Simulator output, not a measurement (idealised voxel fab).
Name of the process module below: voxel plated lines
We display cut, a cross-section 200 nm in width whose square cells are each 5 nm.
Reading order for cross-sections: top band down to bottom band. Underlying form: a grid of square cells. Band size: one or more rows of cells. Quick guide to a band line: top height, bottom height (nm) up front; then every material left to right with its width in nm. Only one material and it's marked "throughout"? Then it fills the band edge to edge. And "empty" just means empty space. Where do heights start? At 0: under that level the wafer as delivered is made of one material only. And the lowest band has no floor; it just carries on downward, as in "0 and below". Width: "30..40" (first number = top row, second number = bottom row, same change from row to row of cells). No cell of the cross-section changed in a step that is given as "same as before". The label "Sealed void inventory" introduces a list of the empty spaces, 8 cells or larger, that have no open way up to the top; each entry in it reads width x height at distance, where the distance is taken from the left edge and all three are stated in nm. Read whatever lies past the settings on a step's line as the simulator's own remark about the step. For masked steps, "overlay nm" on the step line gives how far right of plan the mask actually lay; a minus sign means it lay to the left.

### The planned process steps are enumerated hereunder
1. RECEIVE | material Si
2. CONFORMAL_DEP | material SiN | thk nm 5
3. DIRECTIONAL_DEP | material TiN | thk nm 5
4. PATTERN | tone open | mask id LINES | material resist | width nm 25 | pitch nm 45 | thk nm 35 | overlay nm 0
5. EPI | material Ru | thk nm 5
6. EPI | material Ru | thk nm 5
7. EPI | material Ru | thk nm 10
8. STRIP | etch materials resist
9. DIRECTIONAL_ETCH | etch materials TiN | depth nm 5
10. CONFORMAL_DEP | material SiO2 | thk nm 10

### Here's what the wafer looked like in cross-section when it arrived - that's after step 1
* 0 and below  Si throughout
* Sealed void inventory: none

### Module complete, cross-section. Starting point and plan per above. One mistake made in running the module
* 50 down to 40  empty 30 nm; SiO2 135 nm; empty 35 nm
* 40 down to 25  empty 30 nm; SiO2 10 nm; Ru 25 nm; SiO2 20 nm; Ru 25 nm; SiO2 20 nm; Ru 25 nm; SiO2 10 nm; empty 35 nm
* 25 down to 20  SiO2 40 nm; Ru 25 nm; SiO2 20 nm; Ru 25 nm; SiO2 20 nm; Ru 25 nm; SiO2 45 nm
* 20 down to 15  SiO2 40 nm; TiN 25 nm; SiO2 20 nm; TiN 25 nm; SiO2 20 nm; TiN 25 nm; SiO2 45 nm
* 15 down to 0  SiN throughout
* 0 and below  Si throughout
* Sealed void inventory: none
Run error: step 2 deviated from plan and actually ran as CONFORMAL_DEP | material SiN | thk nm 15
